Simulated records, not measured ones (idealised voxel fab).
Title: Process Module voxel self aligned vias
Shown is cross-section cut, with a width of 285 nm and square cells of size 5 nm.
This document writes a cross-section as a grid whose cells are square, and gives it as bands, listed from the top down; one or more rows of cells form a band. Top height, bottom height, nm. Materials left to right, width each, nm. Single material + "edge to edge" = fills band edge to edge. "empty" = empty. Counting heights begins at 0, where everything beneath is, in the wafer as received, one material. The lowest band has no bottom; it goes on downwards, as "0 nm and below" shows. The notation "30..40" denotes a width that varies across the rows of cells in the band, beginning at the first number in the top row, finishing at the second number in the bottom row, and changing by an identical amount from each row to the next. Where a step carries "everything unchanged", the cross-section came out of it unchanged, cell for cell. "Fully closed voids" specifies each empty space that is not open to the top and that occupies no fewer than 8 cells, using the form width x height at distance, the distance measured from the left edge and all three quantities in nm. What comes after the settings on a step's line is commentary from the simulator itself on that step. overlay nm: mask right of planned place by this much (step with mask). Neg. = left.

### This section lists the process steps that were planned
1) RECEIVE, material Si
2) CONFORMAL_DEP, material SiO2, thk nm 15
3) CONFORMAL_DEP, material SiCN, thk nm 5
4) DIRECTIONAL_DEP, material SiO2, thk nm 25
5) DIRECTIONAL_DEP, material aC, thk nm 10
6) PATTERN, tone open, mask id LINES, material resist, width nm 20, pitch nm 55, thk nm 30, overlay nm 0
7) DIRECTIONAL_ETCH, etch materials aC, depth nm 10
8) STRIP, etch materials resist
9) DIRECTIONAL_ETCH, etch materials SiO2, depth nm 25
10) STRIP, etch materials aC
11) CONFORMAL_DEP, material TiN, thk nm 5
12) FILL_DEP, material Ru, thk nm 5
13) CMP, height nm 45
14) SELECTIVE_ETCH, etch materials W Ru TiN, depth nm 10
15) FILL_DEP, material SiN, thk nm 10
16) CMP, height nm 45
17) DIRECTIONAL_DEP, material SiO2, thk nm 20
18) PATTERN, tone open, mask id VIAS, material resist, width nm 30, pitch nm 55, thk nm 15, overlay nm 0
19) DIRECTIONAL_ETCH, etch materials SiO2, depth nm 20
20) DIRECTIONAL_ETCH, etch materials SiN, depth nm 10
21) STRIP, etch materials resist
22) CONFORMAL_DEP, material TiN, thk nm 5
23) FILL_DEP, material W, thk nm 10
24) CMP, height nm 65
25) CONFORMAL_DEP, material SiN, thk nm 5

### First of two wafers: run as planned

### So this is the incoming wafer in cross-section - it's already been through step 1
  0 nm and below | Si edge to edge
  Fully closed voids: none

### How the wafer stands in section after step 2
  15 nm to 0 nm | SiO2 edge to edge
  Nothing below the height 0 has changed.

### How the wafer stands in section after step 3
  20 nm to 15 nm | SiCN edge to edge
  Nothing below the height 15 has changed.

### How the wafer stands in section after step 4
  45 nm to 20 nm | SiO2 edge to edge
  Nothing below the height 20 has changed.

### How the wafer stands in section after step 5
  55 nm to 45 nm | aC edge to edge
  Nothing below the height 45 has changed.

### How the wafer stands in section after step 6
  85 nm to 55 nm | 75 of resist, 20 of empty, 35 of resist, 20 of empty, 35 of resist, 20 of empty, 80 of resist
  Nothing below the height 55 has changed.

### How the wafer stands in section after step 7
  75 nm to 55 nm | 75 of resist, 20 of empty, 35 of resist, 20 of empty, 35 of resist, 20 of empty, 80 of resist
  55 nm to 45 nm | 75 of aC, 20 of empty, 35 of aC, 20 of empty, 35 of aC, 20 of empty, 80 of aC
  Nothing below the height 45 has changed.

### How the wafer stands in section after step 8
  55 nm to 45 nm | 75 of aC, 20 of empty, 35 of aC, 20 of empty, 35 of aC, 20 of empty, 80 of aC
  Nothing below the height 45 has changed.

### How the wafer stands in section after step 9
  55 nm to 45 nm | 75 of aC, 20 of empty, 35 of aC, 20 of empty, 35 of aC, 20 of empty, 80 of aC
  45 nm to 20 nm | 75 of SiO2, 20 of empty, 35 of SiO2, 20 of empty, 35 of SiO2, 20 of empty, 80 of SiO2
  Nothing below the height 20 has changed.

### How the wafer stands in section after step 10
  45 nm to 20 nm | 75 of SiO2, 20 of empty, 35 of SiO2, 20 of empty, 35 of SiO2, 20 of empty, 80 of SiO2
  Nothing below the height 20 has changed.

### How the wafer stands in section after step 11
  50 nm to 45 nm | 80 of TiN, 10 of empty, 45 of TiN, 10 of empty, 45 of TiN, 10 of empty, 85 of TiN
  45 nm to 25 nm | 75 of SiO2, 5 of TiN, 10 of empty, 5 of TiN, 35 of SiO2, 5 of TiN, 10 of empty, 5 of TiN, 35 of SiO2, 5 of TiN, 10 of empty, 5 of TiN, 80 of SiO2
  25 nm to 20 nm | 75 of SiO2, 20 of TiN, 35 of SiO2, 20 of TiN, 35 of SiO2, 20 of TiN, 80 of SiO2
  Nothing below the height 20 has changed.

### How the wafer stands in section after step 12
  55 nm to 50 nm | Ru edge to edge
  50 nm to 45 nm | 80 of TiN, 10 of Ru, 45 of TiN, 10 of Ru, 45 of TiN, 10 of Ru, 85 of TiN
  45 nm to 25 nm | 75 of SiO2, 5 of TiN, 10 of Ru, 5 of TiN, 35 of SiO2, 5 of TiN, 10 of Ru, 5 of TiN, 35 of SiO2, 5 of TiN, 10 of Ru, 5 of TiN, 80 of SiO2
  Nothing below the height 25 has changed.

### How the wafer stands in section after step 13
  45 nm to 25 nm | 75 of SiO2, 5 of TiN, 10 of Ru, 5 of TiN, 35 of SiO2, 5 of TiN, 10 of Ru, 5 of TiN, 35 of SiO2, 5 of TiN, 10 of Ru, 5 of TiN, 80 of SiO2
  Nothing below the height 25 has changed.

### How the wafer stands in section after step 14
  45 nm to 35 nm | 75 of SiO2, 20 of empty, 35 of SiO2, 20 of empty, 35 of SiO2, 20 of empty, 80 of SiO2
  Nothing below the height 35 has changed.

### How the wafer stands in section after step 15
  55 nm to 45 nm | SiN edge to edge
  45 nm to 35 nm | 75 of SiO2, 20 of SiN, 35 of SiO2, 20 of SiN, 35 of SiO2, 20 of SiN, 80 of SiO2
  Nothing below the height 35 has changed.

### How the wafer stands in section after step 16
  45 nm to 35 nm | 75 of SiO2, 20 of SiN, 35 of SiO2, 20 of SiN, 35 of SiO2, 20 of SiN, 80 of SiO2
  Nothing below the height 35 has changed.

### How the wafer stands in section after step 17
  65 nm to 45 nm | SiO2 edge to edge
  Nothing below the height 45 has changed.

### How the wafer stands in section after step 18
  80 nm to 65 nm | 70 of resist, 30 of empty, 25 of resist, 30 of empty, 25 of resist, 30 of empty, 75 of resist
  Nothing below the height 65 has changed.

### How the wafer stands in section after step 19
  80 nm to 65 nm | 70 of resist, 30 of empty, 25 of resist, 30 of empty, 25 of resist, 30 of empty, 75 of resist
  65 nm to 45 nm | 70 of SiO2, 30 of empty, 25 of SiO2, 30 of empty, 25 of SiO2, 30 of empty, 75 of SiO2
  Nothing below the height 45 has changed.

### How the wafer stands in section after step 20
  80 nm to 65 nm | 70 of resist, 30 of empty, 25 of resist, 30 of empty, 25 of resist, 30 of empty, 75 of resist
  65 nm to 45 nm | 70 of SiO2, 30 of empty, 25 of SiO2, 30 of empty, 25 of SiO2, 30 of empty, 75 of SiO2
  45 nm to 35 nm | 75 of SiO2, 20 of empty, 35 of SiO2, 20 of empty, 35 of SiO2, 20 of empty, 80 of SiO2
  Nothing below the height 35 has changed.

### How the wafer stands in section after step 21
  65 nm to 45 nm | 70 of SiO2, 30 of empty, 25 of SiO2, 30 of empty, 25 of SiO2, 30 of empty, 75 of SiO2
  Nothing below the height 45 has changed.

### How the wafer stands in section after step 22
  70 nm to 65 nm | 75 of TiN, 20 of empty, 35 of TiN, 20 of empty, 35 of TiN, 20 of empty, 80 of TiN
  65 nm to 50 nm | 70 of SiO2, 5 of TiN, 20 of empty, 5 of TiN, 25 of SiO2, 5 of TiN, 20 of empty, 5 of TiN, 25 of SiO2, 5 of TiN, 20 of empty, 5 of TiN, 75 of SiO2
  50 nm to 40 nm | 70..75 of SiO2, 10..5 of TiN, 10 of empty, 10..5 of TiN, 25..35 of SiO2, 10..5 of TiN, 10 of empty, 10..5 of TiN, 25..35 of SiO2, 10..5 of TiN, 10 of empty, 10..5 of TiN, 75..80 of SiO2
  40 nm to 35 nm | 75 of SiO2, 20 of TiN, 35 of SiO2, 20 of TiN, 35 of SiO2, 20 of TiN, 80 of SiO2
  Nothing below the height 35 has changed.

### How the wafer stands in section after step 23
  80 nm to 70 nm | W edge to edge
  70 nm to 65 nm | 75 of TiN, 20 of W, 35 of TiN, 20 of W, 35 of TiN, 20 of W, 80 of TiN
  65 nm to 50 nm | 70 of SiO2, 5 of TiN, 20 of W, 5 of TiN, 25 of SiO2, 5 of TiN, 20 of W, 5 of TiN, 25 of SiO2, 5 of TiN, 20 of W, 5 of TiN, 75 of SiO2
  50 nm to 40 nm | 70..75 of SiO2, 10..5 of TiN, 10 of W, 10..5 of TiN, 25..35 of SiO2, 10..5 of TiN, 10 of W, 10..5 of TiN, 25..35 of SiO2, 10..5 of TiN, 10 of W, 10..5 of TiN, 75..80 of SiO2
  Nothing below the height 40 has changed.

### How the wafer stands in section after step 24
  65 nm to 50 nm | 70 of SiO2, 5 of TiN, 20 of W, 5 of TiN, 25 of SiO2, 5 of TiN, 20 of W, 5 of TiN, 25 of SiO2, 5 of TiN, 20 of W, 5 of TiN, 75 of SiO2
  Nothing below the height 50 has changed.

### How the wafer stands in section after step 25
  70 nm to 65 nm | SiN edge to edge
  Nothing below the height 65 has changed.

### Wafer two: like wafer one in start and plan, but with one mistake in execution; identical up to and including step 17

### Here is the second wafer in cross-section at the point where step 18 of the plan should have been done
  80 nm to 65 nm | 70 of empty, 30 of resist, 25 of empty, 30 of resist, 25 of empty, 30 of resist, 75 of empty
  Nothing below the height 65 has changed.

### Here is the second wafer in cross-section at the point where step 19 of the plan should have been done
  80 nm to 65 nm | 70 of empty, 30 of resist, 25 of empty, 30 of resist, 25 of empty, 30 of resist, 75 of empty
  65 nm to 45 nm | 70 of empty, 30 of SiO2, 25 of empty, 30 of SiO2, 25 of empty, 30 of SiO2, 75 of empty
  Nothing below the height 45 has changed.

Here is the second wafer in cross-section at the point where step 20 of the plan should have been done: everything unchanged

### Here is the second wafer in cross-section at the point where step 21 of the plan should have been done
  65 nm to 45 nm | 70 of empty, 30 of SiO2, 25 of empty, 30 of SiO2, 25 of empty, 30 of SiO2, 75 of empty
  Nothing below the height 45 has changed.

### Here is the second wafer in cross-section at the point where step 22 of the plan should have been done
  70 nm to 65 nm | 65 of empty, 40 of TiN, 15 of empty, 40 of TiN, 15 of empty, 40 of TiN, 70 of empty
  65 nm to 50 nm | 65 of empty, 5 of TiN, 30 of SiO2, 5 of TiN, 15 of empty, 5 of TiN, 30 of SiO2, 5 of TiN, 15 of empty, 5 of TiN, 30 of SiO2, 5 of TiN, 70 of empty
  50 nm to 45 nm | 70 of TiN, 30 of SiO2, 25 of TiN, 30 of SiO2, 25 of TiN, 30 of SiO2, 75 of TiN
  Nothing below the height 45 has changed.

### Here is the second wafer in cross-section at the point where step 23 of the plan should have been done
  80 nm to 70 nm | W edge to edge
  70 nm to 65 nm | 65 of W, 40 of TiN, 15 of W, 40 of TiN, 15 of W, 40 of TiN, 70 of W
  65 nm to 50 nm | 65 of W, 5 of TiN, 30 of SiO2, 5 of TiN, 15 of W, 5 of TiN, 30 of SiO2, 5 of TiN, 15 of W, 5 of TiN, 30 of SiO2, 5 of TiN, 70 of W
  Nothing below the height 50 has changed.

### Here is the second wafer in cross-section at the point where step 24 of the plan should have been done
  65 nm to 50 nm | 65 of W, 5 of TiN, 30 of SiO2, 5 of TiN, 15 of W, 5 of TiN, 30 of SiO2, 5 of TiN, 15 of W, 5 of TiN, 30 of SiO2, 5 of TiN, 70 of W
  Nothing below the height 50 has changed.

### Here is the second wafer in cross-section at the point where step 25 of the plan should have been done
  70 nm to 65 nm | SiN edge to edge
  Nothing below the height 65 has changed.
Here's what went sideways: not per plan at step 18, really ran PATTERN, tone cover, mask id VIAS, material resist, width nm 30, pitch nm 55, thk nm 15, overlay nm 0
Final difference in cells, second wafer against first, listed per material as more or fewer: 24 more of SiN, 84 fewer of SiO2, 9 more of TiN, 51 more of W
